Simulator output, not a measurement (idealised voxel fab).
process module | voxel capacitor over wiring
cross-section cut | 245 nm wide | cells 5 nm
A cross-section is a grid of square cells, given in bands from the top down. A band is one or more rows of cells.
Each band's line starts with the height of the band's top and of its bottom, in nm. Then come its materials from left to right, each with its width in nm. One material with "throughout" fills the band from edge to edge. "air" is empty space.
Height 0 is the level under which the wafer as received is all one material. The lowest band goes on downwards, as in "0 down".
A width such as "30 to 40" changes by the same amount from each row of cells to the next, from the band's top row to its bottom row.
"no change" after a step means that no cell of the cross-section changed.
closed voids: empty space of 8 cells or more with no open way to the top, each as width x height at its distance from the left edge, in nm
after a step's settings: what the simulator itself notes on the step
overlay nm, on a step with a mask: how far to the right of its planned place the mask lay; to the left if negative
plan
1 op RECEIVE | material Si
2 op CONFORMAL_DEP | material SiO2 | thk nm 10
3 op CONFORMAL_DEP | material SiN | thk nm 5
4 op DIRECTIONAL_DEP | material SiO2 | thk nm 15
5 op PATTERN | tone open | mask id METAL_1 | material resist | width nm 30 | pitch nm 95 | thk nm 20 | overlay nm 0
6 op DIRECTIONAL_ETCH | etch materials SiO2 | depth nm 15
7 op DIRECTIONAL_ETCH | etch materials SiN | depth nm 5
8 op STRIP | etch materials resist
9 op CONFORMAL_DEP | material TiN | thk nm 5
10 op FILL_DEP | material W | thk nm 5
11 op CMP | height nm 30
12 op EPI | material Ru | thk nm 5
13 op FILL_DEP | material SiCN | thk nm 5
14 op DIRECTIONAL_DEP | material lowk | thk nm 20
15 op DIRECTIONAL_DEP | material aC | thk nm 10
16 op PATTERN | tone open | mask id PLUG_1 | material resist | width nm 15 | thk nm 30 | overlay nm 0
17 op DIRECTIONAL_ETCH | etch materials aC | depth nm 10
18 op STRIP | etch materials resist
19 op DIRECTIONAL_ETCH | etch materials lowk | depth nm 20
20 op DIRECTIONAL_ETCH | etch materials SiCN | depth nm 5
21 op STRIP | etch materials aC
22 op EPI | material Ru | thk nm 10
23 op EPI | material Ru | thk nm 10
24 op EPI | material Ru | thk nm 5
25 op DIRECTIONAL_DEP | material TiN | thk nm 5
26 op DIRECTIONAL_DEP | material Al2O3 | thk nm 5
27 op DIRECTIONAL_DEP | material TiN | thk nm 5
28 op PATTERN | tone cover | mask id UPPER_PLATE | material resist | width nm 70 | thk nm 20 | overlay nm 0
29 op DIRECTIONAL_ETCH | etch materials TiN | depth nm 5
30 op DIRECTIONAL_ETCH | etch materials Al2O3 | depth nm 5
31 op STRIP | etch materials resist
32 op DIRECTIONAL_DEP | material aC | thk nm 10
33 op PATTERN | tone cover | mask id LOWER_PLATE | material resist | width nm 80 | thk nm 30 | overlay nm 0
34 op DIRECTIONAL_ETCH | etch materials aC | depth nm 10
35 op STRIP | etch materials resist
36 op DIRECTIONAL_ETCH | etch materials TiN | depth nm 5
37 op STRIP | etch materials aC
38 op FILL_DEP | material SiO2 | thk nm 15
39 op CMP | height nm 85
40 op PATTERN | tone open | mask id PLUG_2 | material resist | width nm 15 | thk nm 15 | overlay nm 0
41 op DIRECTIONAL_ETCH | etch materials SiO2 | depth nm 10
42 op STRIP | etch materials resist
43 op CONFORMAL_DEP | material TiN | thk nm 5
44 op FILL_DEP | material Cu | thk nm 5
45 op CMP | height nm 85
46 op CONFORMAL_DEP | material SiCN | thk nm 5
first wafer, as planned
as received, after step 1
  0 down: Si throughout
  closed voids: none
after step 2
  10 to 0: SiO2 throughout
  below 0: unchanged
after step 3
  15 to 10: SiN throughout
  below 10: unchanged
after step 4
  30 to 15: SiO2 throughout
  below 15: unchanged
after step 5
  50 to 30: resist 60 | air 30 | resist 65 | air 30 | resist 60
  below 30: unchanged
after step 6
  50 to 30: resist 60 | air 30 | resist 65 | air 30 | resist 60
  30 to 15: SiO2 60 | air 30 | SiO2 65 | air 30 | SiO2 60
  below 15: unchanged
after step 7
  50 to 30: resist 60 | air 30 | resist 65 | air 30 | resist 60
  30 to 15: SiO2 60 | air 30 | SiO2 65 | air 30 | SiO2 60
  15 to 10: SiN 60 | air 30 | SiN 65 | air 30 | SiN 60
  below 10: unchanged
after step 8
  30 to 15: SiO2 60 | air 30 | SiO2 65 | air 30 | SiO2 60
  below 15: unchanged
after step 9
  35 to 30: TiN 65 | air 20 | TiN 75 | air 20 | TiN 65
  30 to 15: SiO2 60 | TiN 5 | air 20 | TiN 5 | SiO2 65 | TiN 5 | air 20 | TiN 5 | SiO2 60
  15 to 10: SiN 60 | TiN 30 | SiN 65 | TiN 30 | SiN 60
  below 10: unchanged
after step 10
  40 to 35: W throughout
  35 to 30: TiN 65 | W 20 | TiN 75 | W 20 | TiN 65
  30 to 15: SiO2 60 | TiN 5 | W 20 | TiN 5 | SiO2 65 | TiN 5 | W 20 | TiN 5 | SiO2 60
  below 15: unchanged
after step 11
  30 to 15: SiO2 60 | TiN 5 | W 20 | TiN 5 | SiO2 65 | TiN 5 | W 20 | TiN 5 | SiO2 60
  below 15: unchanged
after step 12
  35 to 30: air 55 | Ru 40 | air 55 | Ru 40 | air 55
  below 30: unchanged
after step 13
  40 to 35: SiCN throughout
  35 to 30: SiCN 55 | Ru 40 | SiCN 55 | Ru 40 | SiCN 55
  below 30: unchanged
after step 14
  60 to 40: lowk throughout
  below 40: unchanged
after step 15
  70 to 60: aC throughout
  below 60: unchanged
after step 16
  100 to 70: resist 75 | air 15 | resist 155
  below 70: unchanged
after step 17
  90 to 70: resist 75 | air 15 | resist 155
  70 to 60: aC 75 | air 15 | aC 155
  below 60: unchanged
after step 18
  70 to 60: aC 75 | air 15 | aC 155
  below 60: unchanged
after step 19
  70 to 60: aC 75 | air 15 | aC 155
  60 to 40: lowk 75 | air 15 | lowk 155
  below 40: unchanged
after step 20
  70 to 60: aC 75 | air 15 | aC 155
  60 to 40: lowk 75 | air 15 | lowk 155
  40 to 35: SiCN 75 | air 15 | SiCN 155
  below 35: unchanged
after step 21
  60 to 40: lowk 75 | air 15 | lowk 155
  below 40: unchanged
after step 22
  60 to 45: lowk 75 | air 15 | lowk 155
  45 to 40: lowk 75 | Ru 15 | lowk 155
  40 to 35: SiCN 75 | Ru 15 | SiCN 155
  below 35: unchanged
after step 23
  60 to 55: lowk 75 | air 15 | lowk 155
  55 to 40: lowk 75 | Ru 15 | lowk 155
  below 40: unchanged
after step 24
  60 to 40: lowk 75 | Ru 15 | lowk 155
  below 40: unchanged
after step 25
  65 to 60: TiN throughout
  below 60: unchanged
after step 26
  70 to 65: Al2O3 throughout
  below 65: unchanged
after step 27
  75 to 70: TiN throughout
  below 70: unchanged
after step 28
  95 to 75: air 75 | resist 70 | air 100
  below 75: unchanged
after step 29
  95 to 75: air 75 | resist 70 | air 100
  75 to 70: air 75 | TiN 70 | air 100
  below 70: unchanged
after step 30
  95 to 75: air 75 | resist 70 | air 100
  75 to 70: air 75 | TiN 70 | air 100
  70 to 65: air 75 | Al2O3 70 | air 100
  below 65: unchanged
after step 31
  75 to 70: air 75 | TiN 70 | air 100
  below 70: unchanged
after step 32
  85 to 75: air 75 | aC 70 | air 100
  75 to 70: aC 75 | TiN 70 | aC 100
  70 to 65: aC 75 | Al2O3 70 | aC 100
  below 65: unchanged
after step 33
  115 to 85: air 70 | resist 80 | air 95
  85 to 75: air 70 | resist 5 | aC 70 | resist 5 | air 95
  below 75: unchanged
after step 34
  105 to 85: air 70 | resist 80 | air 95
  85 to 75: air 70 | resist 5 | aC 70 | resist 5 | air 95
  75 to 70: air 70 | aC 5 | TiN 70 | aC 5 | air 95
  70 to 65: air 70 | aC 5 | Al2O3 70 | aC 5 | air 95
  below 65: unchanged
after step 35
  85 to 75: air 75 | aC 70 | air 100
  below 75: unchanged
after step 36
  85 to 75: air 75 | aC 70 | air 100
  75 to 70: air 70 | aC 5 | TiN 70 | aC 5 | air 95
  70 to 65: air 70 | aC 5 | Al2O3 70 | aC 5 | air 95
  65 to 60: air 70 | TiN 80 | air 95
  below 60: unchanged
after step 37
  75 to 70: air 75 | TiN 70 | air 100
  70 to 65: air 75 | Al2O3 70 | air 100
  below 65: unchanged
after step 38
  90 to 75: SiO2 throughout
  75 to 70: SiO2 75 | TiN 70 | SiO2 100
  70 to 65: SiO2 75 | Al2O3 70 | SiO2 100
  65 to 60: SiO2 70 | TiN 80 | SiO2 95
  below 60: unchanged
after step 39
  85 to 75: SiO2 throughout
  below 75: unchanged
after step 40
  100 to 85: resist 85 | air 15 | resist 145
  below 85: unchanged
after step 41
  100 to 85: resist 85 | air 15 | resist 145
  85 to 75: SiO2 85 | air 15 | SiO2 145
  below 75: unchanged
after step 42
  85 to 75: SiO2 85 | air 15 | SiO2 145
  below 75: unchanged
after step 43
  90 to 85: TiN 90 | air 5 | TiN 150
  85 to 80: SiO2 85 | TiN 5 | air 5 | TiN 5 | SiO2 145
  80 to 70: SiO2 85 to 75 | TiN 15 to 70 | SiO2 145 to 100
  below 70: unchanged
after step 44
  95 to 90: Cu throughout
  90 to 85: TiN 90 | Cu 5 | TiN 150
  85 to 80: SiO2 85 | TiN 5 | Cu 5 | TiN 5 | SiO2 145
  below 80: unchanged
after step 45
  85 to 80: SiO2 85 | TiN 5 | Cu 5 | TiN 5 | SiO2 145
  below 80: unchanged
after step 46
  90 to 85: SiCN throughout
  below 85: unchanged
second wafer: like start, like plan, one mistake. Through step 13 it matches the first wafer
when step 14 should have ended
  60 to 40: Ru throughout
  below 40: unchanged
when step 15 should have ended
  70 to 60: aC throughout
  below 60: unchanged
when step 16 should have ended
  100 to 70: resist 75 | air 15 | resist 155
  below 70: unchanged
when step 17 should have ended
  90 to 70: resist 75 | air 15 | resist 155
  70 to 60: aC 75 | air 15 | aC 155
  below 60: unchanged
when step 18 should have ended
  70 to 60: aC 75 | air 15 | aC 155
  below 60: unchanged
when step 19 should have ended: no change
when step 20 should have ended: no change
when step 21 should have ended
  60 to 40: Ru throughout
  below 40: unchanged
when step 22 should have ended
  70 to 40: Ru throughout
  below 40: unchanged
when step 23 should have ended
  80 to 40: Ru throughout
  below 40: unchanged
when step 24 should have ended
  85 to 40: Ru throughout
  below 40: unchanged
when step 25 should have ended
  90 to 85: TiN throughout
  below 85: unchanged
when step 26 should have ended
  95 to 90: Al2O3 throughout
  below 90: unchanged
when step 27 should have ended
  100 to 95: TiN throughout
  below 95: unchanged
when step 28 should have ended
  120 to 100: air 75 | resist 70 | air 100
  below 100: unchanged
when step 29 should have ended
  120 to 100: air 75 | resist 70 | air 100
  100 to 95: air 75 | TiN 70 | air 100
  below 95: unchanged
when step 30 should have ended
  120 to 100: air 75 | resist 70 | air 100
  100 to 95: air 75 | TiN 70 | air 100
  95 to 90: air 75 | Al2O3 70 | air 100
  below 90: unchanged
when step 31 should have ended
  100 to 95: air 75 | TiN 70 | air 100
  below 95: unchanged
when step 32 should have ended
  110 to 100: air 75 | aC 70 | air 100
  100 to 95: aC 75 | TiN 70 | aC 100
  95 to 90: aC 75 | Al2O3 70 | aC 100
  below 90: unchanged
when step 33 should have ended
  140 to 110: air 70 | resist 80 | air 95
  110 to 100: air 70 | resist 5 | aC 70 | resist 5 | air 95
  below 100: unchanged
when step 34 should have ended
  130 to 110: air 70 | resist 80 | air 95
  110 to 100: air 70 | resist 5 | aC 70 | resist 5 | air 95
  100 to 95: air 70 | aC 5 | TiN 70 | aC 5 | air 95
  95 to 90: air 70 | aC 5 | Al2O3 70 | aC 5 | air 95
  below 90: unchanged
when step 35 should have ended
  110 to 100: air 75 | aC 70 | air 100
  below 100: unchanged
when step 36 should have ended
  110 to 100: air 75 | aC 70 | air 100
  100 to 95: air 70 | aC 5 | TiN 70 | aC 5 | air 95
  95 to 90: air 70 | aC 5 | Al2O3 70 | aC 5 | air 95
  90 to 85: air 70 | TiN 80 | air 95
  below 85: unchanged
when step 37 should have ended
  100 to 95: air 75 | TiN 70 | air 100
  95 to 90: air 75 | Al2O3 70 | air 100
  below 90: unchanged
when step 38 should have ended
  115 to 100: SiO2 throughout
  100 to 95: SiO2 75 | TiN 70 | SiO2 100
  95 to 90: SiO2 75 | Al2O3 70 | SiO2 100
  90 to 85: SiO2 70 | TiN 80 | SiO2 95
  below 85: unchanged
when step 39 should have ended
  85 to 40: Ru throughout
  below 40: unchanged
when step 40 should have ended
  100 to 85: resist 85 | air 15 | resist 145
  below 85: unchanged
when step 41 should have ended: no change
when step 42 should have ended
  85 to 40: Ru throughout
  below 40: unchanged
when step 43 should have ended
  90 to 85: TiN throughout
  below 85: unchanged
when step 44 should have ended
  95 to 90: Cu throughout
  below 90: unchanged
when step 45 should have ended
  85 to 40: Ru throughout
  below 40: unchanged
when step 46 should have ended
  90 to 85: SiCN throughout
  below 85: unchanged
what went wrong: step 14 ran as: op DIRECTIONAL_DEP | material Ru | thk nm 20
at the end the second wafer has, in cells: 14 fewer of Al2O3 | 1 fewer of Cu | 426 more of Ru | 3 more of SiCN | 195 fewer of SiO2 | 35 fewer of TiN | 184 fewer of lowk
